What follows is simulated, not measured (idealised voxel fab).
Module name: voxel released beams (process module)
Cross-section cut spans 260 nm and uses square cells 5 nm in size.
Cross-sections here: square-cell grids, written as top-down lists of bands, a band being one or more rows of cells.
Band: top height; bottom height; in nm. Then, left to right: material with width in nm, for each material. "throughout": a single material spanning edge to edge. "blank": empty space.
Height 0 is the level under which the wafer as received is all one material. The lowest band goes on downwards, as in "0 -> down".
Width: "30 to 40" (first number = top row, second number = bottom row, same change from row to row of cells).
It should be understood that the words "everything unchanged", when stated for a given step, signify that the cross-section underwent no change in any of its cells during that step.
In the "Enclosed void catalog" entry, you get each enclosed empty space of 8 cells or more, one with no open way to the top, written width x height at distance, distance from the left edge, in nm.
Note: text after step settings on the step line = simulator remark on that step.
If you see "overlay nm" on a step's line and that step has a mask, it's telling you how far right of where it was planned the mask ended up; a negative number means it went left instead.

[Process steps - plan]
1,RECEIVE (material Si)
2,CONFORMAL_DEP (material SiN; thk nm 10)
3,DIRECTIONAL_DEP (material SiO2; thk nm 20)
4,PATTERN (tone open; mask id ANCHOR; material resist; width nm 45; thk nm 15; overlay nm 0)
5,DIRECTIONAL_ETCH (etch materials SiO2; depth nm 20)
6,STRIP (etch materials resist)
7,CONFORMAL_DEP (material polySi; thk nm 15)
8,DIRECTIONAL_DEP (material aC; thk nm 10)
9,PATTERN (tone cover; mask id BEAM; material resist; width nm 95; thk nm 25; overlay nm 0)
10,DIRECTIONAL_ETCH (etch materials aC; depth nm 10)
11,STRIP (etch materials resist)
12,DIRECTIONAL_ETCH (etch materials polySi; depth nm 15)
13,STRIP (etch materials aC)
14,STRIP (etch materials SiO2)

[Cross-section, incoming material, after step 1]
0 -> down = Si throughout
Enclosed void catalog: none

[Post-module cross-section of the first of two wafers (run per plan)]
45 -> 30 = blank 80 nm, polySi 20 nm, blank 15 nm, polySi 60 nm, blank 85 nm
30 -> 25 = blank 85 nm, polySi 15 nm, blank 15 nm, polySi 15 nm, blank 130 nm
25 -> 10 = blank 85 nm, polySi 45 nm, blank 130 nm
10 -> 0 = SiN throughout
0 -> down = Si throughout
Enclosed void catalog: none

[Wafer two (of two), end-of-module cross-section: start = wafer one, plan = wafer one, one run mistake]
40 -> 25 = blank 80 nm, polySi 20 nm, blank 15 nm, polySi 60 nm, blank 85 nm
25 -> 20 = blank 85 nm, polySi 15 nm, blank 15 nm, polySi 15 nm, blank 130 nm
20 -> 5 = blank 85 nm, polySi 45 nm, blank 130 nm
5 -> 0 = SiN throughout
0 -> down = Si throughout
Enclosed void catalog: none
What was the processing mistake? heads up, step 2 didn't go per plan, it actually ran as CONFORMAL_DEP (material SiN; thk nm 5)
The second wafer ends with more or fewer cells of some materials than the first, per final count: SiN -52
